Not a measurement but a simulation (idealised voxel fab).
Name of the process module below: voxel fin reveal
Square cell edge 5 nm, section width 280 nm, ID cut.
Format of a cross-section: grid, square cells. Given as bands. Order: top down. Band: one or more rows of cells.
Heights first: top, then bottom, in nm. Then materials, left to right, each with a width in nm. "throughout" on a single material: fills the band edge to edge. "blank": empty space.
Zero point of the height axis is 0; under it, received wafer = one material. Lowest band: continues down indefinitely, "0 down".
Graded width ("30 to 40"): value in top row of band = first number; value in bottom row = second number; row-to-row change constant.
"nothing was modified" means the step left every cell of the cross-section as it was.
Empty spaces without an open route to the top, at least 8 cells in extent, make up the entry "Listed closed voids"; each is given as width x height at distance, where the distance is measured from the left edge, and all are in nm.
Read whatever lies past the settings on a step's line as the simulator's own remark about the step.
For masked steps, "overlay nm" on the step line gives how far right of plan the mask actually lay; a minus sign means it lay to the left.

The steps planned for the process are as follows
step 1: RECEIVE | material Si
step 2: CONFORMAL_DEP | material SiN | thk nm 10
step 3: MASKED_ETCH | tone cover | mask id FINS | width nm 15 | pitch nm 40 | etch materials SiN | depth nm 10 | overlay nm 0
step 4: MASKED_ETCH | tone cover | mask id FINS | width nm 15 | pitch nm 40 | etch materials Si | depth nm 40 | overlay nm 0
step 5: FILL_DEP | material SiO2 | thk nm 5
step 6: CMP | height nm 10
step 7: SELECTIVE_ETCH | etch materials SiO2 | depth nm 40
step 8: STRIP | etch materials SiN

As received (post step 1): cross-section
0 down  Si throughout
Listed closed voids: none

First of two wafers, end-of-module section, run followed plan
0 to -30  70 blank  15 Si  25 blank  15 Si  25 blank  15 Si  25 blank  15 Si  75 blank
-30 to -40  70 SiO2  15 Si  25 SiO2  15 Si  25 SiO2  15 Si  25 SiO2  15 Si  75 SiO2
-40 down  Si throughout
Listed closed voids: none

Now the second wafer, cross-sectioned at the end of the module. Nothing different at the start, nothing different in the plan compared with the first, just one mistake when it was actually run
0 to -30  70 blank  15 Si  25 blank  15 Si  25 blank  15 Si  25 blank  15 Si  75 blank
-30 to -35  70 SiO2  15 Si  25 SiO2  15 Si  25 SiO2  15 Si  25 SiO2  15 Si  75 SiO2
-35 down  Si throughout
Listed closed voids: none
Deviation from plan: for step 4, the planned setting was not used; the step was instead run as MASKED_ETCH | tone cover | mask id FINS | width nm 15 | pitch nm 40 | etch materials Si | depth nm 35 | overlay nm 0
End check, counted in cells, second wafer has more or fewer of these materials than the first: Si +44 | SiO2 -44
